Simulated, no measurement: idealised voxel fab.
Process module name: voxel gate over fins
Square cell edge 5 nm, section width 175 nm, ID cut.
The cross-sections in this document take the form of a grid made of square cells. They are written out as bands, in order from top to bottom. Each band consists of one or more rows of cells. What a band's entry tells you: where the top is and where the bottom is, as heights in nm, and after that what lies inside, material by material from left to right, each with its width in nm. Empty space is written as the word "blank", and a single material marked with the word "everywhere" occupies the band from edge to edge. Heights from 0 (as-received wafer is one material below). Bottom band endless downward, as "0..down". The two numbers in a width such as "30..40" mark its ends across the band: the first belongs to the top row of cells, the second to the bottom row, and from each row to the next the width moves by the same amount. When a step is marked "nothing altered", none of the cells in the cross-section changed during that step. "Enclosed void entries" enumerates empty spaces isolated from the top, with no open way to it, that contain at least 8 cells, giving each as width x height at distance from the left edge, all three in nm. Whatever follows a step's settings on its line is a remark the simulator itself makes about that step. overlay nm: mask offset rightward from planned place, masked step; negative means leftward offset.
### Here's what the planned process steps look like
1 RECEIVE | material Si
2 CONFORMAL_DEP | material SiN | thk nm 5
3 DIRECTIONAL_DEP | material aC | thk nm 10
4 PATTERN | tone cover | mask id FINS | material resist | width nm 15 | pitch nm 40 | thk nm 25 | overlay nm 0
5 DIRECTIONAL_ETCH | etch materials aC | depth nm 10
6 STRIP | etch materials resist
7 DIRECTIONAL_ETCH | etch materials SiN | depth nm 5
8 DIRECTIONAL_ETCH | etch materials Si | depth nm 40
9 STRIP | etch materials aC
10 FILL_DEP | material SiO2 | thk nm 5
11 CMP | height nm 5
12 SELECTIVE_ETCH | etch materials SiO2 | depth nm 20
13 STRIP | etch materials SiN
14 CONFORMAL_DEP | material HfO2 | thk nm 5
15 CONFORMAL_DEP | material TiN | thk nm 5
16 FILL_DEP | material W | thk nm 15
17 CMP | height nm 10
18 CONFORMAL_DEP | material SiN | thk nm 5
Every wafer here starts from the same state; it is the step 17 height nm that distinguishes them, and the value the plan gives belongs to the first wafer.
### Sectional view: first of several wafers, as received, after step 1
  0..down = Si everywhere
  Enclosed void entries: none
### Quick key for the table: a row per wafer, taken at the end of the module. For each material it tells you how many cells the wafer gained (+) or lost (-) since it came in, and the closed voids come after
height nm 10, +59 HfO2, -184 Si, +35 SiN, +115 SiO2, +59 TiN, +21 W, Enclosed void entries: none
height nm 15, +59 HfO2, -184 Si, +35 SiN, +115 SiO2, +59 TiN, +56 W, Enclosed void entries: none
height nm 20, +59 HfO2, -184 Si, +35 SiN, +115 SiO2, +59 TiN, +91 W, Enclosed void entries: none
height nm 25, +59 HfO2, -184 Si, +35 SiN, +115 SiO2, +59 TiN, +126 W, Enclosed void entries: none
